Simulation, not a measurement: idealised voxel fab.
Process module, titled voxel ribs on slabs
Section cut is 280 nm wide and gridded with 5 nm square cells.
Reading order for cross-sections: top band down to bottom band. Underlying form: a grid of square cells. Band size: one or more rows of cells.
Top height, bottom height, nm. Materials left to right, width each, nm. Single material + "all across" = fills band edge to edge. "empty" = empty.
A quick word on heights: they are counted from 0, and under that level the wafer as it came to us is one material throughout. The lowest band is different from the rest in having no bottom; it simply continues downward, written as in "z 0 and below".
With a width like "30 to 40", each row of cells in the band differs from the next by the same amount, the top row carrying the first number and the bottom row the second.
You'll sometimes find "remained the same" written for a step, and that's the way of saying that nowhere in the cross-section did a cell change during that step.
Empty spaces without an open route to the top, at least 8 cells in extent, make up the entry "Voids, fully enclosed"; each is given as width x height at distance, where the distance is measured from the left edge, and all are in nm.
That trailing text on a step's line, after the settings, is the simulator's own remark on the step.
Regarding "overlay nm": on a step with a mask, it is the distance the mask lay to the right of its planned place; a negative value places it to the left.

-- Set out below are the planned steps of the process
1,RECEIVE | material Si
2,DIRECTIONAL_DEP | material SiO2 | thk nm 25
3,DIRECTIONAL_DEP | material polySi | thk nm 15
4,DIRECTIONAL_DEP | material aC | thk nm 10
5,PATTERN | tone cover | mask id RIB | material resist | width nm 15 | thk nm 30 | overlay nm 0
6,DIRECTIONAL_ETCH | etch materials aC | depth nm 10
7,STRIP | etch materials resist
8,DIRECTIONAL_ETCH | etch materials polySi | depth nm 10
9,STRIP | etch materials aC
10,DIRECTIONAL_DEP | material aC | thk nm 15
11,PATTERN | tone cover | mask id SLAB | material resist | width nm 55 | thk nm 35 | overlay nm 0
12,DIRECTIONAL_ETCH | etch materials aC | depth nm 15
13,STRIP | etch materials resist
14,DIRECTIONAL_ETCH | etch materials polySi | depth nm 5
15,STRIP | etch materials aC
16,FILL_DEP | material SiO2 | thk nm 20
17,CMP | height nm 50
18,DIRECTIONAL_DEP | material TiN | thk nm 5
19,DIRECTIONAL_DEP | material aC | thk nm 15
20,PATTERN | tone cover | mask id HEATER | material resist | width nm 25 | thk nm 35 | overlay nm 0
21,DIRECTIONAL_ETCH | etch materials aC | depth nm 15
22,STRIP | etch materials resist
23,DIRECTIONAL_ETCH | etch materials TiN | depth nm 5
24,STRIP | etch materials aC
25,CONFORMAL_DEP | material SiO2 | thk nm 10

-- The following pertains to the first of two wafers, which was processed as planned

-- Incoming wafer, cross-sectional view, post step 1
  z 0 and below  Si all across
  Voids, fully enclosed: none

-- Cross-section through the wafer, step 2 finished
  z 25 to 0  SiO2 all across
  No changes below 0.

-- Cross-section through the wafer, step 3 finished
  z 40 to 25  polySi all across
  No changes below 25.

-- Cross-section through the wafer, step 4 finished
  z 50 to 40  aC all across
  No changes below 40.

-- Cross-section through the wafer, step 5 finished
  z 80 to 50  130 of empty  15 of resist  135 of empty
  No changes below 50.

-- Cross-section through the wafer, step 6 finished
  z 70 to 50  130 of empty  15 of resist  135 of empty
  z 50 to 40  130 of empty  15 of aC  135 of empty
  No changes below 40.

-- Cross-section through the wafer, step 7 finished
  z 50 to 40  130 of empty  15 of aC  135 of empty
  No changes below 40.

-- Cross-section through the wafer, step 8 finished
  z 50 to 40  130 of empty  15 of aC  135 of empty
  z 40 to 30  130 of empty  15 of polySi  135 of empty
  No changes below 30.

-- Cross-section through the wafer, step 9 finished
  z 40 to 30  130 of empty  15 of polySi  135 of empty
  No changes below 30.

-- Cross-section through the wafer, step 10 finished
  z 55 to 45  130 of empty  15 of aC  135 of empty
  z 45 to 40  aC all across
  z 40 to 30  130 of aC  15 of polySi  135 of aC
  No changes below 30.

-- Cross-section through the wafer, step 11 finished
  z 90 to 55  110 of empty  55 of resist  115 of empty
  z 55 to 45  110 of empty  20 of resist  15 of aC  20 of resist  115 of empty
  No changes below 45.

-- Cross-section through the wafer, step 12 finished
  z 75 to 55  110 of empty  55 of resist  115 of empty
  z 55 to 45  110 of empty  20 of resist  15 of aC  20 of resist  115 of empty
  z 45 to 40  110 of empty  55 of aC  115 of empty
  z 40 to 30  110 of empty  20 of aC  15 of polySi  20 of aC  115 of empty
  No changes below 30.

-- Cross-section through the wafer, step 13 finished
  z 55 to 45  130 of empty  15 of aC  135 of empty
  No changes below 45.

-- Cross-section through the wafer, step 14 finished
  z 55 to 45  130 of empty  15 of aC  135 of empty
  z 45 to 40  110 of empty  55 of aC  115 of empty
  z 40 to 30  110 of empty  20 of aC  15 of polySi  20 of aC  115 of empty
  z 30 to 25  110 of empty  55 of polySi  115 of empty
  No changes below 25.

-- Cross-section through the wafer, step 15 finished
  z 40 to 30  130 of empty  15 of polySi  135 of empty
  No changes below 30.

-- Cross-section through the wafer, step 16 finished
  z 60 to 40  SiO2 all across
  z 40 to 30  130 of SiO2  15 of polySi  135 of SiO2
  z 30 to 25  110 of SiO2  55 of polySi  115 of SiO2
  No changes below 25.

-- Cross-section through the wafer, step 17 finished
  z 50 to 40  SiO2 all across
  No changes below 40.

-- Cross-section through the wafer, step 18 finished
  z 55 to 50  TiN all across
  No changes below 50.

-- Cross-section through the wafer, step 19 finished
  z 70 to 55  aC all across
  No changes below 55.

-- Cross-section through the wafer, step 20 finished
  z 105 to 70  125 of empty  25 of resist  130 of empty
  No changes below 70.

-- Cross-section through the wafer, step 21 finished
  z 90 to 70  125 of empty  25 of resist  130 of empty
  z 70 to 55  125 of empty  25 of aC  130 of empty
  No changes below 55.

-- Cross-section through the wafer, step 22 finished
  z 70 to 55  125 of empty  25 of aC  130 of empty
  No changes below 55.

-- Cross-section through the wafer, step 23 finished
  z 70 to 55  125 of empty  25 of aC  130 of empty
  z 55 to 50  125 of empty  25 of TiN  130 of empty
  No changes below 50.

-- Cross-section through the wafer, step 24 finished
  z 55 to 50  125 of empty  25 of TiN  130 of empty
  No changes below 50.

-- Cross-section through the wafer, step 25 finished
  z 65 to 60  115 of empty  45 of SiO2  120 of empty
  z 60 to 55  SiO2 all across
  z 55 to 50  125 of SiO2  25 of TiN  130 of SiO2
  No changes below 50.

-- The second wafer: identical to the first at the outset and in its planned sequence, differing only in that one mistake was made during processing; up to and including step 2, its path is the first wafer's path

-- Second wafer shown in cross-section at the time step 3 was slated to end
  z 50 to 25  polySi all across
  No changes below 25.

-- Second wafer shown in cross-section at the time step 4 was slated to end
  z 60 to 50  aC all across
  No changes below 50.

-- Second wafer shown in cross-section at the time step 5 was slated to end
  z 90 to 60  130 of empty  15 of resist  135 of empty
  No changes below 60.

-- Second wafer shown in cross-section at the time step 6 was slated to end
  z 80 to 60  130 of empty  15 of resist  135 of empty
  z 60 to 50  130 of empty  15 of aC  135 of empty
  No changes below 50.

-- Second wafer shown in cross-section at the time step 7 was slated to end
  z 60 to 50  130 of empty  15 of aC  135 of empty
  No changes below 50.

-- Second wafer shown in cross-section at the time step 8 was slated to end
  z 60 to 50  130 of empty  15 of aC  135 of empty
  z 50 to 40  130 of empty  15 of polySi  135 of empty
  No changes below 40.

-- Second wafer shown in cross-section at the time step 9 was slated to end
  z 50 to 40  130 of empty  15 of polySi  135 of empty
  No changes below 40.

-- Second wafer shown in cross-section at the time step 10 was slated to end
  z 65 to 55  130 of empty  15 of aC  135 of empty
  z 55 to 50  aC all across
  z 50 to 40  130 of aC  15 of polySi  135 of aC
  No changes below 40.

-- Second wafer shown in cross-section at the time step 11 was slated to end
  z 100 to 65  110 of empty  55 of resist  115 of empty
  z 65 to 55  110 of empty  20 of resist  15 of aC  20 of resist  115 of empty
  No changes below 55.

-- Second wafer shown in cross-section at the time step 12 was slated to end
  z 85 to 65  110 of empty  55 of resist  115 of empty
  z 65 to 55  110 of empty  20 of resist  15 of aC  20 of resist  115 of empty
  z 55 to 50  110 of empty  55 of aC  115 of empty
  z 50 to 40  110 of empty  20 of aC  15 of polySi  20 of aC  115 of empty
  No changes below 40.

-- Second wafer shown in cross-section at the time step 13 was slated to end
  z 65 to 55  130 of empty  15 of aC  135 of empty
  No changes below 55.

-- Second wafer shown in cross-section at the time step 14 was slated to end
  z 65 to 55  130 of empty  15 of aC  135 of empty
  z 55 to 50  110 of empty  55 of aC  115 of empty
  z 50 to 40  110 of empty  20 of aC  15 of polySi  20 of aC  115 of empty
  z 40 to 35  110 of empty  55 of polySi  115 of empty
  No changes below 35.

-- Second wafer shown in cross-section at the time step 15 was slated to end
  z 50 to 40  130 of empty  15 of polySi  135 of empty
  No changes below 40.

-- Second wafer shown in cross-section at the time step 16 was slated to end
  z 70 to 50  SiO2 all across
  z 50 to 40  130 of SiO2  15 of polySi  135 of SiO2
  z 40 to 35  110 of SiO2  55 of polySi  115 of SiO2
  No changes below 35.

-- Second wafer shown in cross-section at the time step 17 was slated to end
  z 50 to 40  130 of SiO2  15 of polySi  135 of SiO2
  No changes below 40.

-- Second wafer shown in cross-section at the time step 18 was slated to end
  z 55 to 50  TiN all across
  No changes below 50.

-- Second wafer shown in cross-section at the time step 19 was slated to end
  z 70 to 55  aC all across
  No changes below 55.

-- Second wafer shown in cross-section at the time step 20 was slated to end
  z 105 to 70  125 of empty  25 of resist  130 of empty
  No changes below 70.

-- Second wafer shown in cross-section at the time step 21 was slated to end
  z 90 to 70  125 of empty  25 of resist  130 of empty
  z 70 to 55  125 of empty  25 of aC  130 of empty
  No changes below 55.

-- Second wafer shown in cross-section at the time step 22 was slated to end
  z 70 to 55  125 of empty  25 of aC  130 of empty
  No changes below 55.

-- Second wafer shown in cross-section at the time step 23 was slated to end
  z 70 to 55  125 of empty  25 of aC  130 of empty
  z 55 to 50  125 of empty  25 of TiN  130 of empty
  No changes below 50.

-- Second wafer shown in cross-section at the time step 24 was slated to end
  z 55 to 50  125 of empty  25 of TiN  130 of empty
  No changes below 50.

-- Second wafer shown in cross-section at the time step 25 was slated to end
  z 65 to 60  115 of empty  45 of SiO2  120 of empty
  z 60 to 55  SiO2 all across
  z 55 to 50  125 of SiO2  25 of TiN  130 of SiO2
  No changes below 50.
Finding, execution versus plan: rather than as planned, step 3 actually ran as DIRECTIONAL_DEP | material polySi | thk nm 25
At the finish, the second wafer shows more or fewer cells for some materials than the first does: -112 SiO2, +112 polySi
